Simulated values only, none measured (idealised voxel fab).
Process module, titled voxel wiring stack
Cross-sectional view cut (width: 255 nm; square cell size: 5 nm).
Cross-section format: a grid of square cells, given as bands from top to bottom; each band is one or more rows of cells. This entry defines a band. It first specifies the height of the band's top and the height of its bottom in nm, and then specifies the band's materials from left to right, stating each material with its width in nm. The word "throughout" identifies a single material that fills the band from edge to edge, while the word "blank" identifies empty space. It should be noted that heights are counted from 0, beneath which the wafer as supplied is of one material throughout, and that the lowest band possesses no lower boundary but continues downward, as written in "0 nm and below". Top row gets the first number, bottom row gets the second, and each row in between changes by the same step: that is how a band width like "30..40" works. You'll sometimes find "stayed the same" written for a step, and that's the way of saying that nowhere in the cross-section did a cell change during that step. Heads up: "Enclosed internal voids" only lists the empty pockets with no open path to the top that are 8 cells or more, and it writes them as width x height at distance, distance from the left edge, in nm. On a step's line, text after the settings is the simulator commenting on that step. Among the settings permitted on a step's line is "overlay nm"; applied to a step with a mask, it specifies the extent to which the mask lay to the right of its planned position, whereas a negative figure signifies a position to the left.

These are the steps we planned for the process
1) RECEIVE | material Si
2) CONFORMAL_DEP | material SiO2 | thk nm 15
3) DIRECTIONAL_DEP | material TiN | thk nm 5
4) DIRECTIONAL_DEP | material Ru | thk nm 20
5) MASKED_ETCH | tone cover | mask id METAL_1 | width nm 30 | pitch nm 60 | etch materials Ru | depth nm 20 | overlay nm 0
6) MASKED_ETCH | tone cover | mask id METAL_1 | width nm 30 | pitch nm 60 | etch materials TiN | depth nm 5 | overlay nm 0
7) CONFORMAL_DEP | material SiN | thk nm 5
8) FILL_DEP | material SiO2 | thk nm 10
9) CMP | height nm 40
10) CONFORMAL_DEP | material SiCN | thk nm 5
11) DIRECTIONAL_DEP | material lowk | thk nm 30
12) PATTERN | tone open | mask id METAL_2 | material resist | width nm 30 | pitch nm 60 | thk nm 15 | overlay nm 0
13) DIRECTIONAL_ETCH | etch materials lowk | depth nm 20
14) STRIP | etch materials resist
15) MASKED_ETCH | tone open | mask id METAL_2_HOLES | width nm 15 | pitch nm 120 | etch materials lowk | depth nm 10 | overlay nm 0
16) MASKED_ETCH | tone open | mask id METAL_2_HOLES | width nm 15 | pitch nm 120 | etch materials SiCN | depth nm 5 | overlay nm 0
17) CONFORMAL_DEP | material TiN | thk nm 5
18) FILL_DEP | material Cu | thk nm 5
19) CMP | height nm 75
20) CONFORMAL_DEP | material SiCN | thk nm 5
21) DIRECTIONAL_DEP | material SiO2 | thk nm 30
22) MASKED_ETCH | tone open | mask id METAL_3 | width nm 30 | pitch nm 60 | etch materials SiO2 | depth nm 15 | overlay nm 0
23) MASKED_ETCH | tone open | mask id METAL_3_HOLES | width nm 15 | pitch nm 120 | etch materials SiO2 | depth nm 15 | overlay nm 0
24) MASKED_ETCH | tone open | mask id METAL_3_HOLES | width nm 15 | pitch nm 120 | etch materials SiCN | depth nm 5 | overlay nm 0
25) CONFORMAL_DEP | material TiN | thk nm 5
26) FILL_DEP | material Cu | thk nm 10
27) CMP | height nm 110
28) CONFORMAL_DEP | material SiCN | thk nm 5
29) DIRECTIONAL_DEP | material SiO2 | thk nm 30
30) PATTERN | tone open | mask id METAL_4 | material resist | width nm 30 | pitch nm 60 | thk nm 15 | overlay nm 0
31) DIRECTIONAL_ETCH | etch materials SiO2 | depth nm 15
32) STRIP | etch materials resist
33) MASKED_ETCH | tone open | mask id METAL_4_HOLES | width nm 15 | pitch nm 60 | etch materials SiO2 | depth nm 15 | overlay nm 0
34) MASKED_ETCH | tone open | mask id METAL_4_HOLES | width nm 15 | pitch nm 60 | etch materials SiCN | depth nm 5 | overlay nm 0
35) CONFORMAL_DEP | material TiN | thk nm 5
36) FILL_DEP | material Cu | thk nm 10
37) CMP | height nm 145
38) CONFORMAL_DEP | material SiN | thk nm 5

Cross-section: wafer on arrival = after step 1
0 nm and below: Si throughout
Enclosed internal voids: none

End-of-module cross-section. Starting structure and process plan as above; one mistake made in running it
150 nm to 145 nm: SiN throughout
145 nm to 135 nm: SiO2 (15) | TiN (5) | Cu (20) | TiN (5) | SiO2 (30) | TiN (5) | Cu (20) | TiN (5) | SiO2 (30) | TiN (5) | Cu (20) | TiN (5) | SiO2 (30) | TiN (5) | Cu (20) | TiN (5) | SiO2 (30)
135 nm to 130 nm: SiO2 (15) | TiN (10) | Cu (5) | TiN (15) | SiO2 (30) | TiN (10) | Cu (5) | TiN (15) | SiO2 (30) | TiN (10) | Cu (5) | TiN (15) | SiO2 (30) | TiN (10) | Cu (5) | TiN (15) | SiO2 (30)
130 nm to 115 nm: SiO2 (20) | TiN (5) | Cu (5) | TiN (5) | SiO2 (45) | TiN (5) | Cu (5) | TiN (5) | SiO2 (45) | TiN (5) | Cu (5) | TiN (5) | SiO2 (45) | TiN (5) | Cu (5) | TiN (5) | SiO2 (40)
115 nm to 110 nm: SiCN (20) | TiN (15) | SiCN (45) | TiN (15) | SiCN (45) | TiN (15) | SiCN (45) | TiN (15) | SiCN (40)
110 nm to 100 nm: SiO2 (20) | TiN (5) | Cu (20) | TiN (5) | SiO2 (30) | TiN (5) | Cu (20) | TiN (5) | SiO2 (30) | TiN (5) | Cu (20) | TiN (5) | SiO2 (30) | TiN (5) | Cu (20) | TiN (5) | SiO2 (25)
100 nm to 95 nm: SiO2 (20) | TiN (5) | Cu (5) | TiN (20) | SiO2 (30) | TiN (30) | SiO2 (30) | TiN (5) | Cu (5) | TiN (20) | SiO2 (30) | TiN (30) | SiO2 (25)
95 nm to 80 nm: SiO2 (20) | TiN (5) | Cu (5) | TiN (5) | SiO2 (105) | TiN (5) | Cu (5) | TiN (5) | SiO2 (100)
80 nm to 75 nm: SiCN (20) | TiN (15) | SiCN (105) | TiN (15) | SiCN (100)
75 nm to 60 nm: lowk (20) | TiN (5) | Cu (20) | TiN (5) | lowk (30) | TiN (5) | Cu (20) | TiN (5) | lowk (30) | TiN (5) | Cu (20) | TiN (5) | lowk (30) | TiN (5) | Cu (20) | TiN (5) | lowk (25)
60 nm to 55 nm: lowk (20) | TiN (5) | Cu (5) | TiN (20) | lowk (30) | TiN (30) | lowk (30) | TiN (5) | Cu (5) | TiN (20) | lowk (30) | TiN (30) | lowk (25)
55 nm to 45 nm: lowk (20) | TiN (5) | Cu (5) | TiN (5) | lowk (105) | TiN (5) | Cu (5) | TiN (5) | lowk (100)
45 nm to 40 nm: SiCN (20) | TiN (15) | SiCN (105) | TiN (15) | SiCN (100)
40 nm to 20 nm: SiO2 (15) | SiN (5) | Ru (30) | SiN (5) | SiO2 (20) | SiN (5) | Ru (30) | SiN (5) | SiO2 (20) | SiN (5) | Ru (30) | SiN (5) | SiO2 (20) | SiN (5) | Ru (30) | SiN (5) | SiO2 (20)
20 nm to 15 nm: SiN (20) | TiN (30) | SiN (30) | TiN (30) | SiN (30) | TiN (30) | SiN (30) | TiN (30) | SiN (25)
15 nm to 0 nm: SiO2 throughout
0 nm and below: Si throughout
Enclosed internal voids: none
Error vs. plan: planned and actual differ for step 30; actual: PATTERN | tone open | mask id METAL_4 | material resist | width nm 30 | pitch nm 60 | thk nm 15 | overlay nm -5
